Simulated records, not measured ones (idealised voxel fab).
process module | voxel self aligned contacts
cross-section cut | 205 nm wide | cells 5 nm
A cross-section is a grid of square cells, given in bands from the top down. A band is one or more rows of cells.
Each band's line starts with the height of the band's top and of its bottom, in nm. Then come its materials from left to right, each with its width in nm. One material with "throughout" fills the band from edge to edge. "air" is empty space.
Height 0 is the level under which the wafer as received is all one material. The lowest band goes on downwards, as in "0 down".
A width such as "30 to 40" changes by the same amount from each row of cells to the next, from the band's top row to its bottom row.
"no change" after a step means that no cell of the cross-section changed.
closed voids: empty space of 8 cells or more with no open way to the top, each as width x height at its distance from the left edge, in nm
after a step's settings: what the simulator itself notes on the step
overlay nm, on a step with a mask: how far to the right of its planned place the mask lay; to the left if negative
plan
1 op RECEIVE | material Si
2 op CONFORMAL_DEP | material SiO2 | thk nm 5
3 op DIRECTIONAL_DEP | material polySi | thk nm 20
4 op DIRECTIONAL_DEP | material SiN | thk nm 20
5 op MASKED_ETCH | tone cover | mask id GATE | width nm 35 | pitch nm 70 | etch materials SiN | depth nm 20 | overlay nm 0
6 op MASKED_ETCH | tone cover | mask id GATE | width nm 35 | pitch nm 70 | etch materials polySi | depth nm 20 | overlay nm 0
7 op CONFORMAL_DEP | material SiN | thk nm 10
8 op DIRECTIONAL_ETCH | etch materials SiN | depth nm 10
9 op FILL_DEP | material SiO2 | thk nm 10
10 op CMP | height nm 50
11 op PATTERN | tone open | mask id CONTACT | material resist | width nm 45 | pitch nm 70 | thk nm 20 | overlay nm 0
12 op DIRECTIONAL_ETCH | etch materials SiO2 | depth nm 50
13 op STRIP | etch materials resist
14 op CONFORMAL_DEP | material TiN | thk nm 5
15 op FILL_DEP | material Ru | thk nm 10
16 op CMP | height nm 50
17 op CONFORMAL_DEP | material SiCN | thk nm 5
as received, after step 1
  0 down: Si throughout
  closed voids: none
a wafer at the end: this start, this plan, one mistake
  55 to 50: SiO2 throughout
  50 to 45: SiO2 45 | TiN 20 | Ru 5 | TiN 20 | SiO2 25 | TiN 20 | Ru 5 | TiN 20 | SiO2 45
  45 to 25: SiO2 5 | SiN 55 | TiN 5 | Ru 5 | TiN 5 | SiN 55 | TiN 5 | Ru 5 | TiN 5 | SiN 55 | SiO2 5
  25 to 5: SiO2 5 | SiN 10 | polySi 35 | SiN 10 | TiN 5 | Ru 5 | TiN 5 | SiN 10 | polySi 35 | SiN 10 | TiN 5 | Ru 5 | TiN 5 | SiN 10 | polySi 35 | SiN 10 | SiO2 5
  5 to 0: SiO2 60 | TiN 15 | SiO2 55 | TiN 15 | SiO2 60
  0 down: Si throughout
  closed voids: none
what went wrong: step 17 ran as: op CONFORMAL_DEP | material SiO2 | thk nm 5
